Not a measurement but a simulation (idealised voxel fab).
The name of this process module is voxel gate over fins.
Displayed cross-section: cut, width of 205 nm, square cells sized 5 nm.
Cross-section format: a grid of square cells, given as bands from top to bottom; each band is one or more rows of cells.
A band entry consists of two parts. The first gives the height of the band's top and the height of its bottom, in nm. The rest lists the band's materials from left to right, each with its width in nm. A single material labelled with the word "edge to edge" fills the band from edge to edge, and the word "blank" marks empty space.
Height datum 0, below which the as-received substrate wafer is one material. Lowest band open at the bottom, running downward: "0 down".
Width spec "30 to 40" -> top row of cells at first value, bottom row at second value, equal per-row change in between.
When a step is marked "no change occurred", none of the cells in the cross-section changed during that step.
Closed empty spaces (no open way to the top) of 8 cells or more are what "Completely enclosed voids" lists, each as width x height at distance from the left edge, nm for all three.
That trailing text on a step's line, after the settings, is the simulator's own remark on the step.
overlay nm: mask offset rightward from planned place, masked step; negative means leftward offset.
Planned step list for the process
- 1: RECEIVE (material Si)
- 2: CONFORMAL_DEP (material SiN; thk nm 10)
- 3: DIRECTIONAL_DEP (material aC; thk nm 10)
- 4: PATTERN (tone cover; mask id FINS; material resist; width nm 15; pitch nm 40; thk nm 25; overlay nm 0)
- 5: DIRECTIONAL_ETCH (etch materials aC; depth nm 10)
- 6: STRIP (etch materials resist)
- 7: DIRECTIONAL_ETCH (etch materials SiN; depth nm 10)
- 8: DIRECTIONAL_ETCH (etch materials Si; depth nm 40)
- 9: STRIP (etch materials aC)
- 10: OXIDIZE (depth nm 5)
- 11: FILL_DEP (material SiO2; thk nm 15)
- 12: CMP (height nm 10)
- 13: SELECTIVE_ETCH (etch materials SiO2; depth nm 20)
- 14: STRIP (etch materials SiN)
- 15: CONFORMAL_DEP (material HfO2; thk nm 5)
- 16: CONFORMAL_DEP (material TiN; thk nm 5)
- 17: FILL_DEP (material W; thk nm 10)
- 18: CMP (height nm 15)
- 19: CONFORMAL_DEP (material SiCN; thk nm 5)
First of two wafers, with the run carried out as planned
Incoming wafer in cross-section (state: after step 1)
0 down | Si edge to edge
Completely enclosed voids: none
Presented here is a cross-section of the wafer after step 2 has been performed
10 to 0 | SiN edge to edge
Heights below 0 show no change.
Presented here is a cross-section of the wafer after step 3 has been performed
20 to 10 | aC edge to edge
Heights below 10 show no change.
Presented here is a cross-section of the wafer after step 4 has been performed
45 to 20 | 35 of blank  15 of resist  25 of blank  15 of resist  25 of blank  15 of resist  25 of blank  15 of resist  35 of blank
Heights below 20 show no change.
Presented here is a cross-section of the wafer after step 5 has been performed
35 to 20 | 35 of blank  15 of resist  25 of blank  15 of resist  25 of blank  15 of resist  25 of blank  15 of resist  35 of blank
20 to 10 | 35 of blank  15 of aC  25 of blank  15 of aC  25 of blank  15 of aC  25 of blank  15 of aC  35 of blank
Heights below 10 show no change.
Presented here is a cross-section of the wafer after step 6 has been performed
20 to 10 | 35 of blank  15 of aC  25 of blank  15 of aC  25 of blank  15 of aC  25 of blank  15 of aC  35 of blank
Heights below 10 show no change.
Presented here is a cross-section of the wafer after step 7 has been performed
20 to 10 | 35 of blank  15 of aC  25 of blank  15 of aC  25 of blank  15 of aC  25 of blank  15 of aC  35 of blank
10 to 0 | 35 of blank  15 of SiN  25 of blank  15 of SiN  25 of blank  15 of SiN  25 of blank  15 of SiN  35 of blank
Heights below 0 show no change.
Presented here is a cross-section of the wafer after step 8 has been performed
20 to 10 | 35 of blank  15 of aC  25 of blank  15 of aC  25 of blank  15 of aC  25 of blank  15 of aC  35 of blank
10 to 0 | 35 of blank  15 of SiN  25 of blank  15 of SiN  25 of blank  15 of SiN  25 of blank  15 of SiN  35 of blank
0 to -40 | 35 of blank  15 of Si  25 of blank  15 of Si  25 of blank  15 of Si  25 of blank  15 of Si  35 of blank
Heights below -40 show no change.
Presented here is a cross-section of the wafer after step 9 has been performed
10 to 0 | 35 of blank  15 of SiN  25 of blank  15 of SiN  25 of blank  15 of SiN  25 of blank  15 of SiN  35 of blank
Heights below 0 show no change.
Presented here is a cross-section of the wafer after step 10 has been performed
10 to 0 | 35 of blank  15 of SiN  25 of blank  15 of SiN  25 of blank  15 of SiN  25 of blank  15 of SiN  35 of blank
0 to -40 | 35 of blank  5 of SiO2  5 of Si  5 of SiO2  25 of blank  5 of SiO2  5 of Si  5 of SiO2  25 of blank  5 of SiO2  5 of Si  5 of SiO2  25 of blank  5 of SiO2  5 of Si  5 of SiO2  35 of blank
-40 to -45 | 40 of SiO2  5 of Si  35 of SiO2  5 of Si  35 of SiO2  5 of Si  35 of SiO2  5 of Si  40 of SiO2
Heights below -45 show no change.
Presented here is a cross-section of the wafer after step 11 has been performed
25 to 10 | SiO2 edge to edge
10 to 0 | 35 of SiO2  15 of SiN  25 of SiO2  15 of SiN  25 of SiO2  15 of SiN  25 of SiO2  15 of SiN  35 of SiO2
0 to -45 | 40 of SiO2  5 of Si  35 of SiO2  5 of Si  35 of SiO2  5 of Si  35 of SiO2  5 of Si  40 of SiO2
Heights below -45 show no change.
Presented here is a cross-section of the wafer after step 12 has been performed
10 to 0 | 35 of SiO2  15 of SiN  25 of SiO2  15 of SiN  25 of SiO2  15 of SiN  25 of SiO2  15 of SiN  35 of SiO2
Heights below 0 show no change.
Presented here is a cross-section of the wafer after step 13 has been performed
10 to 0 | 35 of blank  15 of SiN  25 of blank  15 of SiN  25 of blank  15 of SiN  25 of blank  15 of SiN  35 of blank
0 to -10 | 40 of blank  5 of Si  35 of blank  5 of Si  35 of blank  5 of Si  35 of blank  5 of Si  40 of blank
Heights below -10 show no change.
Presented here is a cross-section of the wafer after step 14 has been performed
0 to -10 | 40 of blank  5 of Si  35 of blank  5 of Si  35 of blank  5 of Si  35 of blank  5 of Si  40 of blank
Heights below -10 show no change.
Presented here is a cross-section of the wafer after step 15 has been performed
5 to 0 | 35 of blank  15 of HfO2  25 of blank  15 of HfO2  25 of blank  15 of HfO2  25 of blank  15 of HfO2  35 of blank
0 to -5 | 35 of blank  5 of HfO2  5 of Si  5 of HfO2  25 of blank  5 of HfO2  5 of Si  5 of HfO2  25 of blank  5 of HfO2  5 of Si  5 of HfO2  25 of blank  5 of HfO2  5 of Si  5 of HfO2  35 of blank
-5 to -10 | 40 of HfO2  5 of Si  35 of HfO2  5 of Si  35 of HfO2  5 of Si  35 of HfO2  5 of Si  40 of HfO2
Heights below -10 show no change.
Presented here is a cross-section of the wafer after step 16 has been performed
10 to 5 | 30 of blank  25 of TiN  15 of blank  25 of TiN  15 of blank  25 of TiN  15 of blank  25 of TiN  30 of blank
5 to 0 | 30 of blank  5 of TiN  15 of HfO2  5 of TiN  15 of blank  5 of TiN  15 of HfO2  5 of TiN  15 of blank  5 of TiN  15 of HfO2  5 of TiN  15 of blank  5 of TiN  15 of HfO2  5 of TiN  30 of blank
0 to -5 | 35 of TiN  5 of HfO2  5 of Si  5 of HfO2  25 of TiN  5 of HfO2  5 of Si  5 of HfO2  25 of TiN  5 of HfO2  5 of Si  5 of HfO2  25 of TiN  5 of HfO2  5 of Si  5 of HfO2  35 of TiN
Heights below -5 show no change.
Presented here is a cross-section of the wafer after step 17 has been performed
20 to 10 | W edge to edge
10 to 5 | 30 of W  25 of TiN  15 of W  25 of TiN  15 of W  25 of TiN  15 of W  25 of TiN  30 of W
5 to 0 | 30 of W  5 of TiN  15 of HfO2  5 of TiN  15 of W  5 of TiN  15 of HfO2  5 of TiN  15 of W  5 of TiN  15 of HfO2  5 of TiN  15 of W  5 of TiN  15 of HfO2  5 of TiN  30 of W
Heights below 0 show no change.
Presented here is a cross-section of the wafer after step 18 has been performed
15 to 10 | W edge to edge
Heights below 10 show no change.
Presented here is a cross-section of the wafer after step 19 has been performed
20 to 15 | SiCN edge to edge
Heights below 15 show no change.
The second wafer was prepared from the same starting point and under the same plan as the first; its processing contained one mistake, and it remains indistinguishable from the first wafer up to and including step 11
Second wafer, section view, time point: scheduled end of step 12: no change occurred
Second wafer, section view, time point: scheduled end of step 13
10 to 5 | 35 of blank  15 of SiN  25 of blank  15 of SiN  25 of blank  15 of SiN  25 of blank  15 of SiN  35 of blank
Heights below 5 show no change.
Second wafer, section view, time point: scheduled end of step 14
5 to 0 | 35 of SiO2  15 of blank  25 of SiO2  15 of blank  25 of SiO2  15 of blank  25 of SiO2  15 of blank  35 of SiO2
Heights below 0 show no change.
Second wafer, section view, time point: scheduled end of step 15
10 to 5 | 40 of HfO2  5 of blank  35 of HfO2  5 of blank  35 of HfO2  5 of blank  35 of HfO2  5 of blank  40 of HfO2
5 to 0 | 35 of SiO2  15 of HfO2  25 of SiO2  15 of HfO2  25 of SiO2  15 of HfO2  25 of SiO2  15 of HfO2  35 of SiO2
Heights below 0 show no change.
Second wafer, section view, time point: scheduled end of step 16
15 to 10 | TiN edge to edge
10 to 5 | 40 of HfO2  5 of TiN  35 of HfO2  5 of TiN  35 of HfO2  5 of TiN  35 of HfO2  5 of TiN  40 of HfO2
Heights below 5 show no change.
Second wafer, section view, time point: scheduled end of step 17
25 to 15 | W edge to edge
Heights below 15 show no change.
Second wafer, section view, time point: scheduled end of step 18
15 to 10 | TiN edge to edge
Heights below 10 show no change.
Second wafer, section view, time point: scheduled end of step 19
20 to 15 | SiCN edge to edge
Heights below 15 show no change.
Finding, execution versus plan: plan step 12 skipped
The final cell counts differ between the wafers, with the second having more or fewer of some materials than the first: 8 fewer of HfO2 | 103 more of SiO2 | 12 fewer of TiN | 83 fewer of W
